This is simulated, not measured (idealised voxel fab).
process module | voxel transistor to metal
cross-section cut | 185 nm wide | cells 5 nm
A cross-section is a grid of square cells, given in bands from the top down. A band is one or more rows of cells.
Each band's line starts with the height of the band's top and of its bottom, in nm. Then come its materials from left to right, each with its width in nm. One material with "throughout" fills the band from edge to edge. "air" is empty space.
Height 0 is the level under which the wafer as received is all one material. The lowest band goes on downwards, as in "0 down".
A width such as "30 to 40" changes by the same amount from each row of cells to the next, from the band's top row to its bottom row.
"no change" after a step means that no cell of the cross-section changed.
closed voids: empty space of 8 cells or more with no open way to the top, each as width x height at its distance from the left edge, in nm
after a step's settings: what the simulator itself notes on the step
overlay nm, on a step with a mask: how far to the right of its planned place the mask lay; to the left if negative
plan
1 op RECEIVE | material Si
2 op OXIDIZE | depth nm 5
3 op CONFORMAL_DEP | material SiN | thk nm 15
4 op MASKED_ETCH | tone cover | mask id ACTIVE | width nm 130 | etch materials SiN | depth nm 15 | overlay nm 0
5 op MASKED_ETCH | tone cover | mask id ACTIVE | width nm 130 | etch materials SiO2 | depth nm 5 | overlay nm 0
6 op MASKED_ETCH | tone cover | mask id ACTIVE | width nm 130 | etch materials Si | depth nm 35 | overlay nm 0
7 op FILL_DEP | material SiO2 | thk nm 10
8 op CMP | height nm 15
9 op SELECTIVE_ETCH | etch materials SiO2 | depth nm 10
10 op STRIP | etch materials SiN
11 op SELECTIVE_ETCH | etch materials SiO2 | depth nm 5
12 op OXIDIZE | depth nm 5
13 op DIRECTIONAL_DEP | material polySi | thk nm 25
14 op DIRECTIONAL_DEP | material SiCN | thk nm 10
15 op DIRECTIONAL_DEP | material aC | thk nm 15
16 op PATTERN | tone cover | mask id GATE | material resist | width nm 30 | thk nm 30 | overlay nm 0
17 op DIRECTIONAL_ETCH | etch materials aC | depth nm 15
18 op STRIP | etch materials resist
19 op DIRECTIONAL_ETCH | etch materials SiCN | depth nm 20
20 op DIRECTIONAL_ETCH | etch materials polySi | depth nm 35
21 op STRIP | etch materials aC
22 op CONFORMAL_DEP | material SiO2 | thk nm 5
23 op DIRECTIONAL_ETCH | etch materials SiO2 | depth nm 5
24 op CONFORMAL_DEP | material SiN | thk nm 10
25 op DIRECTIONAL_ETCH | etch materials SiN | depth nm 10
26 op DIRECTIONAL_ETCH | etch materials SiO2 | depth nm 5
27 op DIRECTIONAL_ETCH | etch materials Si | depth nm 5
28 op EPI | material pSi | thk nm 5
29 op FILL_DEP | material SiO2 | thk nm 10
30 op CMP | height nm 20
31 op STRIP | etch materials polySi
32 op SELECTIVE_ETCH | etch materials SiO2 | depth nm 5
33 op CONFORMAL_DEP | material HfO2 | thk nm 5
34 op CONFORMAL_DEP | material TiN | thk nm 5
35 op FILL_DEP | material W | thk nm 5
36 op CMP | height nm 15
37 op DIRECTIONAL_DEP | material SiO2 | thk nm 10
38 op PATTERN | tone open | mask id CONTACT | material resist | width nm 20 | pitch nm 90 | thk nm 20 | overlay nm 0
39 op DIRECTIONAL_ETCH | etch materials SiO2 | depth nm 35
40 op STRIP | etch materials resist
41 op CONFORMAL_DEP | material TiN | thk nm 5
42 op FILL_DEP | material Ru | thk nm 5
43 op CMP | height nm 25
44 op DIRECTIONAL_DEP | material TiN | thk nm 5
45 op DIRECTIONAL_DEP | material Ru | thk nm 20
46 op MASKED_ETCH | tone cover | mask id METAL_1 | width nm 20 | pitch nm 90 | etch materials Ru | depth nm 20 | overlay nm 0
47 op MASKED_ETCH | tone cover | mask id METAL_1 | width nm 20 | pitch nm 90 | etch materials TiN | depth nm 5 | overlay nm 0
48 op FILL_DEP | material SiO2 | thk nm 5
49 op CMP | height nm 50
50 op CONFORMAL_DEP | material SiN | thk nm 5
as received, after step 1
  0 down: Si throughout
  closed voids: none
first wafer at the end, as planned
  55 to 50: SiN throughout
  50 to 30: SiO2 35 | Ru 20 | SiO2 70 | Ru 20 | SiO2 40
  30 to 25: SiO2 35 | TiN 20 | SiO2 70 | TiN 20 | SiO2 40
  25 to 15: SiO2 35 | TiN 5 | Ru 10 | TiN 5 | SiO2 70 | TiN 5 | Ru 10 | TiN 5 | SiO2 40
  15 to 0: SiO2 35 | TiN 5 | Ru 10 | TiN 5 | SiO2 5 | SiN 10 | HfO2 5 | TiN 5 | W 20 | TiN 5 | HfO2 5 | SiN 10 | SiO2 5 | TiN 5 | Ru 10 | TiN 5 | SiO2 40
  0 to -5: SiO2 25 | SiN 10 | TiN 10 | Ru 5 | TiN 5 | SiO2 5 | SiN 10 | HfO2 5 | TiN 30 | HfO2 5 | SiN 10 | SiO2 5 | TiN 5 | Ru 5 | TiN 10 | SiN 10 | SiO2 30
  -5 to -10: SiO2 35 | pSi 5 | TiN 15 | pSi 5 | SiO2 10 | HfO2 40 | SiO2 10 | pSi 5 | TiN 15 | pSi 5 | SiO2 40
  -10 to -15: SiO2 25 | Si 10 | pSi 25 | Si 60 | pSi 25 | Si 10 | SiO2 30
  -15 to -40: SiO2 25 | Si 130 | SiO2 30
  -40 down: Si throughout
  closed voids: none
second wafer at the end: like start, like plan, one mistake
  55 to 50: HfO2 throughout
  50 to 30: SiO2 35 | Ru 20 | SiO2 70 | Ru 20 | SiO2 40
  30 to 25: SiO2 35 | TiN 20 | SiO2 70 | TiN 20 | SiO2 40
  25 to 15: SiO2 35 | TiN 5 | Ru 10 | TiN 5 | SiO2 70 | TiN 5 | Ru 10 | TiN 5 | SiO2 40
  15 to 0: SiO2 35 | TiN 5 | Ru 10 | TiN 5 | SiO2 5 | SiN 10 | HfO2 5 | TiN 5 | W 20 | TiN 5 | HfO2 5 | SiN 10 | SiO2 5 | TiN 5 | Ru 10 | TiN 5 | SiO2 40
  0 to -5: SiO2 25 | SiN 10 | TiN 10 | Ru 5 | TiN 5 | SiO2 5 | SiN 10 | HfO2 5 | TiN 30 | HfO2 5 | SiN 10 | SiO2 5 | TiN 5 | Ru 5 | TiN 10 | SiN 10 | SiO2 30
  -5 to -10: SiO2 35 | pSi 5 | TiN 15 | pSi 5 | SiO2 10 | HfO2 40 | SiO2 10 | pSi 5 | TiN 15 | pSi 5 | SiO2 40
  -10 to -15: SiO2 25 | Si 10 | pSi 25 | Si 60 | pSi 25 | Si 10 | SiO2 30
  -15 to -40: SiO2 25 | Si 130 | SiO2 30
  -40 down: Si throughout
  closed voids: none
what went wrong: step 50 ran as: op CONFORMAL_DEP | material HfO2 | thk nm 5
at the end the second wafer has, in cells: 37 more of HfO2 | 37 fewer of SiN
